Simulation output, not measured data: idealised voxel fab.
process module | voxel ribs on slabs
cross-section cut | 265 nm wide | cells 5 nm
A cross-section is a grid of square cells, given in bands from the top down. A band is one or more rows of cells.
Each band's line starts with the height of the band's top and of its bottom, in nm. Then come its materials from left to right, each with its width in nm. One material with "throughout" fills the band from edge to edge. "air" is empty space.
Height 0 is the level under which the wafer as received is all one material. The lowest band goes on downwards, as in "0 down".
A width such as "30 to 40" changes by the same amount from each row of cells to the next, from the band's top row to its bottom row.
"no change" after a step means that no cell of the cross-section changed.
closed voids: empty space of 8 cells or more with no open way to the top, each as width x height at its distance from the left edge, in nm
after a step's settings: what the simulator itself notes on the step
overlay nm, on a step with a mask: how far to the right of its planned place the mask lay; to the left if negative
plan
1 op RECEIVE | material Si
2 op DIRECTIONAL_DEP | material SiO2 | thk nm 25
3 op DIRECTIONAL_DEP | material polySi | thk nm 15
4 op PATTERN | tone cover | mask id RIB | material resist | width nm 30 | thk nm 20 | overlay nm 0
5 op DIRECTIONAL_ETCH | etch materials polySi | depth nm 5
6 op STRIP | etch materials resist
7 op PATTERN | tone cover | mask id SLAB | material resist | width nm 70 | thk nm 15 | overlay nm 0
8 op DIRECTIONAL_ETCH | etch materials polySi | depth nm 10
9 op STRIP | etch materials resist
10 op FILL_DEP | material SiO2 | thk nm 15
11 op CMP | height nm 50
12 op DIRECTIONAL_DEP | material TiN | thk nm 5
13 op DIRECTIONAL_DEP | material aC | thk nm 15
14 op PATTERN | tone cover | mask id HEATER | material resist | width nm 40 | thk nm 35 | overlay nm 0
15 op DIRECTIONAL_ETCH | etch materials aC | depth nm 15
16 op STRIP | etch materials resist
17 op DIRECTIONAL_ETCH | etch materials TiN | depth nm 5
18 op STRIP | etch materials aC
19 op CONFORMAL_DEP | material SiO2 | thk nm 10
first wafer, as planned
as received, after step 1
  0 down: Si throughout
  closed voids: none
after step 2
  25 to 0: SiO2 throughout
  below 0: unchanged
after step 3
  40 to 25: polySi throughout
  below 25: unchanged
after step 4
  60 to 40: air 115 | resist 30 | air 120
  below 40: unchanged
after step 5
  60 to 40: air 115 | resist 30 | air 120
  40 to 35: air 115 | polySi 30 | air 120
  below 35: unchanged
after step 6
  40 to 35: air 115 | polySi 30 | air 120
  below 35: unchanged
after step 7
  55 to 40: air 95 | resist 70 | air 100
  40 to 35: air 95 | resist 20 | polySi 30 | resist 20 | air 100
  below 35: unchanged
after step 8
  55 to 40: air 95 | resist 70 | air 100
  40 to 35: air 95 | resist 20 | polySi 30 | resist 20 | air 100
  35 to 25: air 95 | polySi 70 | air 100
  below 25: unchanged
after step 9
  40 to 35: air 115 | polySi 30 | air 120
  below 35: unchanged
after step 10
  55 to 40: SiO2 throughout
  40 to 35: SiO2 115 | polySi 30 | SiO2 120
  35 to 25: SiO2 95 | polySi 70 | SiO2 100
  below 25: unchanged
after step 11
  50 to 40: SiO2 throughout
  below 40: unchanged
after step 12
  55 to 50: TiN throughout
  below 50: unchanged
after step 13
  70 to 55: aC throughout
  below 55: unchanged
after step 14
  105 to 70: air 110 | resist 40 | air 115
  below 70: unchanged
after step 15
  90 to 70: air 110 | resist 40 | air 115
  70 to 55: air 110 | aC 40 | air 115
  below 55: unchanged
after step 16
  70 to 55: air 110 | aC 40 | air 115
  below 55: unchanged
after step 17
  70 to 55: air 110 | aC 40 | air 115
  55 to 50: air 110 | TiN 40 | air 115
  below 50: unchanged
after step 18
  55 to 50: air 110 | TiN 40 | air 115
  below 50: unchanged
after step 19
  65 to 60: air 100 | SiO2 60 | air 105
  60 to 55: SiO2 throughout
  55 to 50: SiO2 110 | TiN 40 | SiO2 115
  below 50: unchanged
second wafer: like start, like plan, one mistake. Through step 18 it matches the first wafer
when step 19 should have ended
  65 to 60: air 100 | TiN 60 | air 105
  60 to 50: TiN throughout
  below 50: unchanged
what went wrong: step 19 ran as: op CONFORMAL_DEP | material TiN | thk nm 10
at the end the second wafer has, in cells: 110 fewer of SiO2 | 110 more of TiN
